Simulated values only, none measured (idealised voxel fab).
process module | voxel self aligned contacts
cross-section cut | 280 nm wide | cells 5 nm
A cross-section is a grid of square cells, given in bands from the top down. A band is one or more rows of cells.
Each band's line starts with the height of the band's top and of its bottom, in nm. Then come its materials from left to right, each with its width in nm. One material with "throughout" fills the band from edge to edge. "air" is empty space.
Height 0 is the level under which the wafer as received is all one material. The lowest band goes on downwards, as in "0 down".
A width such as "30 to 40" changes by the same amount from each row of cells to the next, from the band's top row to its bottom row.
"no change" after a step means that no cell of the cross-section changed.
closed voids: empty space of 8 cells or more with no open way to the top, each as width x height at its distance from the left edge, in nm
after a step's settings: what the simulator itself notes on the step
overlay nm, on a step with a mask: how far to the right of its planned place the mask lay; to the left if negative
plan
1 op RECEIVE | material Si
2 op OXIDIZE | depth nm 5
3 op DIRECTIONAL_DEP | material polySi | thk nm 25
4 op DIRECTIONAL_DEP | material SiN | thk nm 20
5 op MASKED_ETCH | tone cover | mask id GATE | width nm 30 | pitch nm 65 | etch materials SiN | depth nm 20 | overlay nm 0
6 op MASKED_ETCH | tone cover | mask id GATE | width nm 30 | pitch nm 65 | etch materials polySi | depth nm 25 | overlay nm 0
7 op CONFORMAL_DEP | material SiN | thk nm 10
8 op DIRECTIONAL_ETCH | etch materials SiN | depth nm 10
9 op FILL_DEP | material SiO2 | thk nm 10
10 op CMP | height nm 50
11 op PATTERN | tone open | mask id CONTACT | material resist | width nm 45 | pitch nm 65 | thk nm 15 | overlay nm 0
12 op DIRECTIONAL_ETCH | etch materials SiO2 | depth nm 55
13 op STRIP | etch materials resist
14 op CONFORMAL_DEP | material TiN | thk nm 5
15 op FILL_DEP | material W | thk nm 5
16 op CMP | height nm 50
17 op CONFORMAL_DEP | material SiCN | thk nm 5
as received, after step 1
  0 down: Si throughout
  closed voids: none
a wafer at the end: this start, this plan, one mistake
  55 to 50: SiCN throughout
  50 to 45: SiO2 85 | TiN 20 | W 5 | TiN 20 | SiO2 20 | TiN 20 | W 5 | TiN 20 | SiO2 85
  45 to 25: SiO2 50 | SiN 10 | polySi 30 | SiN 10 | TiN 5 | W 5 | TiN 5 | SiN 10 | polySi 30 | SiN 10 | TiN 5 | W 5 | TiN 5 | SiN 10 | polySi 30 | SiN 10 | SiO2 50
  25 to 20: SiO2 50 | SiN 10 | polySi 30 | SiN 10 | TiN 15 | SiN 10 | polySi 30 | SiN 10 | TiN 15 | SiN 10 | polySi 30 | SiN 10 | SiO2 50
  20 to 0: SiN throughout
  0 to -5: SiO2 throughout
  -5 down: Si throughout
  closed voids: none
what went wrong: steps 3 and 4 were swapped
